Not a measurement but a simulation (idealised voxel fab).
process module | voxel ribs on slabs
cross-section cut | 290 nm wide | cells 5 nm
A cross-section is a grid of square cells, given in bands from the top down. A band is one or more rows of cells.
Each band's line starts with the height of the band's top and of its bottom, in nm. Then come its materials from left to right, each with its width in nm. One material with "throughout" fills the band from edge to edge. "air" is empty space.
Height 0 is the level under which the wafer as received is all one material. The lowest band goes on downwards, as in "0 down".
A width such as "30 to 40" changes by the same amount from each row of cells to the next, from the band's top row to its bottom row.
"no change" after a step means that no cell of the cross-section changed.
closed voids: empty space of 8 cells or more with no open way to the top, each as width x height at its distance from the left edge, in nm
after a step's settings: what the simulator itself notes on the step
overlay nm, on a step with a mask: how far to the right of its planned place the mask lay; to the left if negative
plan
1 op RECEIVE | material Si
2 op DIRECTIONAL_DEP | material SiO2 | thk nm 20
3 op DIRECTIONAL_DEP | material polySi | thk nm 15
4 op MASKED_ETCH | tone cover | mask id RIB | width nm 25 | etch materials polySi | depth nm 5 | overlay nm 0
5 op DIRECTIONAL_DEP | material aC | thk nm 10
6 op PATTERN | tone cover | mask id SLAB | material resist | width nm 75 | thk nm 25 | overlay nm 0
7 op DIRECTIONAL_ETCH | etch materials aC | depth nm 10
8 op STRIP | etch materials resist
9 op DIRECTIONAL_ETCH | etch materials polySi | depth nm 10
10 op STRIP | etch materials aC
11 op FILL_DEP | material SiO2 | thk nm 20
12 op CMP | height nm 45
13 op DIRECTIONAL_DEP | material TiN | thk nm 5
14 op DIRECTIONAL_DEP | material aC | thk nm 15
15 op PATTERN | tone cover | mask id HEATER | material resist | width nm 35 | thk nm 35 | overlay nm 0
16 op DIRECTIONAL_ETCH | etch materials aC | depth nm 15
17 op STRIP | etch materials resist
18 op DIRECTIONAL_ETCH | etch materials TiN | depth nm 5
19 op STRIP | etch materials aC
20 op CONFORMAL_DEP | material SiO2 | thk nm 5
first wafer, as planned
as received, after step 1
  0 down: Si throughout
  closed voids: none
after step 2
  20 to 0: SiO2 throughout
  below 0: unchanged
after step 3
  35 to 20: polySi throughout
  below 20: unchanged
after step 4
  35 to 30: air 130 | polySi 25 | air 135
  below 30: unchanged
after step 5
  45 to 40: air 130 | aC 25 | air 135
  40 to 35: aC throughout
  35 to 30: aC 130 | polySi 25 | aC 135
  below 30: unchanged
after step 6
  70 to 45: air 105 | resist 75 | air 110
  45 to 40: air 105 | resist 25 | aC 25 | resist 25 | air 110
  below 40: unchanged
after step 7
  60 to 45: air 105 | resist 75 | air 110
  45 to 40: air 105 | resist 25 | aC 25 | resist 25 | air 110
  40 to 35: air 105 | aC 75 | air 110
  35 to 30: air 105 | aC 25 | polySi 25 | aC 25 | air 110
  below 30: unchanged
after step 8
  45 to 35: air 130 to 105 | aC 25 to 75 | air 135 to 110
  below 35: unchanged
after step 9
  45 to 35: air 130 to 105 | aC 25 to 75 | air 135 to 110
  35 to 30: air 105 | aC 25 | polySi 25 | aC 25 | air 110
  30 to 20: air 105 | polySi 75 | air 110
  below 20: unchanged
after step 10
  35 to 30: air 130 | polySi 25 | air 135
  below 30: unchanged
after step 11
  55 to 35: SiO2 throughout
  35 to 30: SiO2 130 | polySi 25 | SiO2 135
  30 to 20: SiO2 105 | polySi 75 | SiO2 110
  below 20: unchanged
after step 12
  45 to 35: SiO2 throughout
  below 35: unchanged
after step 13
  50 to 45: TiN throughout
  below 45: unchanged
after step 14
  65 to 50: aC throughout
  below 50: unchanged
after step 15
  100 to 65: air 125 | resist 35 | air 130
  below 65: unchanged
after step 16
  85 to 65: air 125 | resist 35 | air 130
  65 to 50: air 125 | aC 35 | air 130
  below 50: unchanged
after step 17
  65 to 50: air 125 | aC 35 | air 130
  below 50: unchanged
after step 18
  65 to 50: air 125 | aC 35 | air 130
  50 to 45: air 125 | TiN 35 | air 130
  below 45: unchanged
after step 19
  50 to 45: air 125 | TiN 35 | air 130
  below 45: unchanged
after step 20
  55 to 50: air 120 | SiO2 45 | air 125
  50 to 45: SiO2 125 | TiN 35 | SiO2 130
  below 45: unchanged
second wafer: like start, like plan, one mistake. Through step 1 it matches the first wafer
when step 2 should have ended
  15 to 0: polySi throughout
  below 0: unchanged
when step 3 should have ended
  35 to 15: SiO2 throughout
  below 15: unchanged
when step 4 should have ended: no change
when step 5 should have ended
  45 to 35: aC throughout
  below 35: unchanged
when step 6 should have ended
  70 to 45: air 105 | resist 75 | air 110
  below 45: unchanged
when step 7 should have ended
  60 to 45: air 105 | resist 75 | air 110
  45 to 35: air 105 | aC 75 | air 110
  below 35: unchanged
when step 8 should have ended
  45 to 35: air 105 | aC 75 | air 110
  below 35: unchanged
when step 9 should have ended: no change
when step 10 should have ended
  35 to 15: SiO2 throughout
  below 15: unchanged
when step 11 should have ended
  55 to 15: SiO2 throughout
  below 15: unchanged
when step 12 should have ended
  45 to 15: SiO2 throughout
  below 15: unchanged
when step 13 should have ended
  50 to 45: TiN throughout
  below 45: unchanged
when step 14 should have ended
  65 to 50: aC throughout
  below 50: unchanged
when step 15 should have ended
  100 to 65: air 125 | resist 35 | air 130
  below 65: unchanged
when step 16 should have ended
  85 to 65: air 125 | resist 35 | air 130
  65 to 50: air 125 | aC 35 | air 130
  below 50: unchanged
when step 17 should have ended
  65 to 50: air 125 | aC 35 | air 130
  below 50: unchanged
when step 18 should have ended
  65 to 50: air 125 | aC 35 | air 130
  50 to 45: air 125 | TiN 35 | air 130
  below 45: unchanged
when step 19 should have ended
  50 to 45: air 125 | TiN 35 | air 130
  below 45: unchanged
when step 20 should have ended
  55 to 50: air 120 | SiO2 45 | air 125
  50 to 45: SiO2 125 | TiN 35 | SiO2 130
  below 45: unchanged
what went wrong: steps 2 and 3 were swapped
at the end the second wafer has, in cells: 139 fewer of SiO2 | 139 more of polySi
